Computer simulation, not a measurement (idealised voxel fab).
process module | voxel self aligned contacts
cross-section cut | 175 nm wide | cells 5 nm
A cross-section is a grid of square cells, given in bands from the top down. A band is one or more rows of cells.
Each band's line starts with the height of the band's top and of its bottom, in nm. Then come its materials from left to right, each with its width in nm. One material with "throughout" fills the band from edge to edge. "air" is empty space.
Height 0 is the level under which the wafer as received is all one material. The lowest band goes on downwards, as in "0 down".
A width such as "30 to 40" changes by the same amount from each row of cells to the next, from the band's top row to its bottom row.
"no change" after a step means that no cell of the cross-section changed.
closed voids: empty space of 8 cells or more with no open way to the top, each as width x height at its distance from the left edge, in nm
after a step's settings: what the simulator itself notes on the step
overlay nm, on a step with a mask: how far to the right of its planned place the mask lay; to the left if negative
plan
1 op RECEIVE | material Si
2 op CONFORMAL_DEP | material SiO2 | thk nm 5
3 op DIRECTIONAL_DEP | material polySi | thk nm 20
4 op DIRECTIONAL_DEP | material SiN | thk nm 20
5 op MASKED_ETCH | tone cover | mask id GATE | width nm 35 | pitch nm 65 | etch materials SiN | depth nm 20 | overlay nm 0
6 op MASKED_ETCH | tone cover | mask id GATE | width nm 35 | pitch nm 65 | etch materials polySi | depth nm 20 | overlay nm 0
7 op CONFORMAL_DEP | material SiN | thk nm 5
8 op DIRECTIONAL_ETCH | etch materials SiN | depth nm 5
9 op FILL_DEP | material SiO2 | thk nm 10
10 op CMP | height nm 50
11 op PATTERN | tone open | mask id CONTACT | material resist | width nm 40 | thk nm 20 | overlay nm 0
12 op DIRECTIONAL_ETCH | etch materials SiO2 | depth nm 50
13 op STRIP | etch materials resist
14 op CONFORMAL_DEP | material TiN | thk nm 5
15 op FILL_DEP | material W | thk nm 10
16 op CMP | height nm 50
17 op CONFORMAL_DEP | material SiN | thk nm 5
first wafer, as planned
as received, after step 1
  0 down: Si throughout
  closed voids: none
after step 2
  5 to 0: SiO2 throughout
  below 0: unchanged
after step 3
  25 to 5: polySi throughout
  below 5: unchanged
after step 4
  45 to 25: SiN throughout
  below 25: unchanged
after step 5
  45 to 25: air 35 | SiN 35 | air 30 | SiN 35 | air 40
  below 25: unchanged
after step 6
  45 to 25: air 35 | SiN 35 | air 30 | SiN 35 | air 40
  25 to 5: air 35 | polySi 35 | air 30 | polySi 35 | air 40
  below 5: unchanged
after step 7
  50 to 25: air 30 | SiN 45 | air 20 | SiN 45 | air 35
  25 to 10: air 30 | SiN 5 | polySi 35 | SiN 5 | air 20 | SiN 5 | polySi 35 | SiN 5 | air 35
  10 to 5: SiN 35 | polySi 35 | SiN 30 | polySi 35 | SiN 40
  below 5: unchanged
after step 8
  45 to 25: air 30 | SiN 45 | air 20 | SiN 45 | air 35
  25 to 5: air 30 | SiN 5 | polySi 35 | SiN 5 | air 20 | SiN 5 | polySi 35 | SiN 5 | air 35
  below 5: unchanged
after step 9
  55 to 45: SiO2 throughout
  45 to 25: SiO2 30 | SiN 45 | SiO2 20 | SiN 45 | SiO2 35
  25 to 5: SiO2 30 | SiN 5 | polySi 35 | SiN 5 | SiO2 20 | SiN 5 | polySi 35 | SiN 5 | SiO2 35
  below 5: unchanged
after step 10
  50 to 45: SiO2 throughout
  below 45: unchanged
after step 11
  70 to 50: resist 65 | air 40 | resist 70
  below 50: unchanged
after step 12
  70 to 50: resist 65 | air 40 | resist 70
  50 to 45: SiO2 65 | air 40 | SiO2 70
  45 to 25: SiO2 30 | SiN 45 | air 20 | SiN 45 | SiO2 35
  25 to 5: SiO2 30 | SiN 5 | polySi 35 | SiN 5 | air 20 | SiN 5 | polySi 35 | SiN 5 | SiO2 35
  5 to 0: SiO2 75 | air 20 | SiO2 80
  below 0: unchanged
after step 13
  50 to 45: SiO2 65 | air 40 | SiO2 70
  below 45: unchanged
after step 14
  55 to 50: TiN 70 | air 30 | TiN 75
  50 to 45: SiO2 65 | TiN 15 | air 10 | TiN 15 | SiO2 70
  45 to 25: SiO2 30 | SiN 45 | TiN 5 | air 10 | TiN 5 | SiN 45 | SiO2 35
  25 to 5: SiO2 30 | SiN 5 | polySi 35 | SiN 5 | TiN 5 | air 10 | TiN 5 | SiN 5 | polySi 35 | SiN 5 | SiO2 35
  5 to 0: SiO2 75 | TiN 20 | SiO2 80
  below 0: unchanged
after step 15
  65 to 55: W throughout
  55 to 50: TiN 70 | W 30 | TiN 75
  50 to 45: SiO2 65 | TiN 15 | W 10 | TiN 15 | SiO2 70
  45 to 25: SiO2 30 | SiN 45 | TiN 5 | W 10 | TiN 5 | SiN 45 | SiO2 35
  25 to 5: SiO2 30 | SiN 5 | polySi 35 | SiN 5 | TiN 5 | W 10 | TiN 5 | SiN 5 | polySi 35 | SiN 5 | SiO2 35
  below 5: unchanged
after step 16
  50 to 45: SiO2 65 | TiN 15 | W 10 | TiN 15 | SiO2 70
  below 45: unchanged
after step 17
  55 to 50: SiN throughout
  below 50: unchanged
second wafer: like start, like plan, one mistake. Through step 1 it matches the first wafer
when step 2 should have ended: no change
when step 3 should have ended
  20 to 0: polySi throughout
  below 0: unchanged
when step 4 should have ended
  40 to 20: SiN throughout
  below 20: unchanged
when step 5 should have ended
  40 to 20: air 35 | SiN 35 | air 30 | SiN 35 | air 40
  below 20: unchanged
when step 6 should have ended
  40 to 20: air 35 | SiN 35 | air 30 | SiN 35 | air 40
  20 to 0: air 35 | polySi 35 | air 30 | polySi 35 | air 40
  below 0: unchanged
when step 7 should have ended
  45 to 20: air 30 | SiN 45 | air 20 | SiN 45 | air 35
  20 to 5: air 30 | SiN 5 | polySi 35 | SiN 5 | air 20 | SiN 5 | polySi 35 | SiN 5 | air 35
  5 to 0: SiN 35 | polySi 35 | SiN 30 | polySi 35 | SiN 40
  below 0: unchanged
when step 8 should have ended
  40 to 20: air 30 | SiN 45 | air 20 | SiN 45 | air 35
  20 to 0: air 30 | SiN 5 | polySi 35 | SiN 5 | air 20 | SiN 5 | polySi 35 | SiN 5 | air 35
  below 0: unchanged
when step 9 should have ended
  50 to 40: SiO2 throughout
  40 to 20: SiO2 30 | SiN 45 | SiO2 20 | SiN 45 | SiO2 35
  20 to 0: SiO2 30 | SiN 5 | polySi 35 | SiN 5 | SiO2 20 | SiN 5 | polySi 35 | SiN 5 | SiO2 35
  below 0: unchanged
when step 10 should have ended: no change
when step 11 should have ended
  70 to 50: resist 65 | air 40 | resist 70
  below 50: unchanged
when step 12 should have ended
  70 to 50: resist 65 | air 40 | resist 70
  50 to 40: SiO2 65 | air 40 | SiO2 70
  40 to 20: SiO2 30 | SiN 45 | air 20 | SiN 45 | SiO2 35
  20 to 0: SiO2 30 | SiN 5 | polySi 35 | SiN 5 | air 20 | SiN 5 | polySi 35 | SiN 5 | SiO2 35
  below 0: unchanged
when step 13 should have ended
  50 to 40: SiO2 65 | air 40 | SiO2 70
  below 40: unchanged
when step 14 should have ended
  55 to 50: TiN 70 | air 30 | TiN 75
  50 to 40: SiO2 65 | TiN 5 to 15 | air 30 to 10 | TiN 5 to 15 | SiO2 70
  40 to 20: SiO2 30 | SiN 45 | TiN 5 | air 10 | TiN 5 | SiN 45 | SiO2 35
  20 to 5: SiO2 30 | SiN 5 | polySi 35 | SiN 5 | TiN 5 | air 10 | TiN 5 | SiN 5 | polySi 35 | SiN 5 | SiO2 35
  5 to 0: SiO2 30 | SiN 5 | polySi 35 | SiN 5 | TiN 20 | SiN 5 | polySi 35 | SiN 5 | SiO2 35
  below 0: unchanged
when step 15 should have ended
  65 to 55: W throughout
  55 to 50: TiN 70 | W 30 | TiN 75
  50 to 40: SiO2 65 | TiN 5 to 15 | W 30 to 10 | TiN 5 to 15 | SiO2 70
  40 to 20: SiO2 30 | SiN 45 | TiN 5 | W 10 | TiN 5 | SiN 45 | SiO2 35
  20 to 5: SiO2 30 | SiN 5 | polySi 35 | SiN 5 | TiN 5 | W 10 | TiN 5 | SiN 5 | polySi 35 | SiN 5 | SiO2 35
  below 5: unchanged
when step 16 should have ended
  50 to 40: SiO2 65 | TiN 5 to 15 | W 30 to 10 | TiN 5 to 15 | SiO2 70
  below 40: unchanged
when step 17 should have ended
  55 to 50: SiN throughout
  below 50: unchanged
what went wrong: step 2 was left out
at the end the second wafer has, in cells: 4 fewer of SiO2 | 4 more of W
